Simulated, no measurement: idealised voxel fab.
The process module presented herein is designated voxel lift off.
FYI the section here is cut, 155 nm wide, cells are 5 nm squares.
Notation: cross-section as square-cell grid; stated in bands, top first, going down; one or more cell rows per band.
In this notation a band is specified by the heights of its top and bottom, in that order and in nm, after which its materials appear from left to right, each paired with its width in nm. The word "all across" attached to a single material means that material fills the band from edge to edge; the word "blank" stands for empty space.
For the purposes of this specification, 0 denotes the height below which the wafer in its as-received condition is composed wholly of one material, and the lowermost band, lacking a lower limit, extends downward without end, as expressed in "0 and below".
Width "30->40": first value at the band's top row of cells, second value at its bottom row, equal change from row to row.
Key: "nothing changed" - step with no changed cell in the cross-section.
Under "Unvented internal voids" you'll find the enclosed gaps, the ones with no way out to the top, that are 8 cells or bigger; each reads width x height at distance, with distance counted from the left edge, everything in nm.
Read whatever lies past the settings on a step's line as the simulator's own remark about the step.
overlay nm: on a step with a mask, how far right of its planned place the mask lay; negative means left.

-- plan
- 1: RECEIVE [material Si]
- 2: CONFORMAL_DEP [material SiO2] [thk nm 15]
- 3: PATTERN [tone open] [mask id LINES] [material resist] [width nm 20] [pitch nm 50] [thk nm 30] [overlay nm 0]
- 4: DIRECTIONAL_DEP [material Ru] [thk nm 15]
- 5: STRIP [etch materials resist]
- 6: CONFORMAL_DEP [material SiCN] [thk nm 10]

-- Cross-section of the wafer at receipt, which is the condition after step 1
> 0 and below  Si all across
> Unvented internal voids: none

-- The first of the two wafers as seen in cross-section once the module was finished; processing followed the plan
> 40 down to 30  blank: 5  SiCN: 40  blank: 10  SiCN: 40  blank: 10  SiCN: 40  blank: 10
> 30 down to 25  blank: 5  SiCN: 10  Ru: 20  SiCN: 10  blank: 10  SiCN: 10  Ru: 20  SiCN: 10  blank: 10  SiCN: 10  Ru: 20  SiCN: 10  blank: 10
> 25 down to 15  SiCN: 15  Ru: 20  SiCN: 30  Ru: 20  SiCN: 30  Ru: 20  SiCN: 20
> 15 down to 0  SiO2 all across
> 0 and below  Si all across
> Unvented internal voids: none

-- Now the second wafer, cross-sectioned at the end of the module. Nothing different at the start, nothing different in the plan compared with the first, just one mistake when it was actually run
> 40 down to 30  blank: 10  SiCN: 40  blank: 10  SiCN: 40  blank: 10  SiCN: 40  blank: 5
> 30 down to 25  blank: 10  SiCN: 10  Ru: 20  SiCN: 10  blank: 10  SiCN: 10  Ru: 20  SiCN: 10  blank: 10  SiCN: 10  Ru: 20  SiCN: 10  blank: 5
> 25 down to 15  SiCN: 20  Ru: 20  SiCN: 30  Ru: 20  SiCN: 30  Ru: 20  SiCN: 15
> 15 down to 0  SiO2 all across
> 0 and below  Si all across
> Unvented internal voids: none
Nonconformance to the process plan: step 3 ran as: PATTERN [tone open] [mask id LINES] [material resist] [width nm 20] [pitch nm 50] [thk nm 30] [overlay nm 5]
At the end, the second wafer has the same number of cells of each material as the first, but those cells sit in other places.
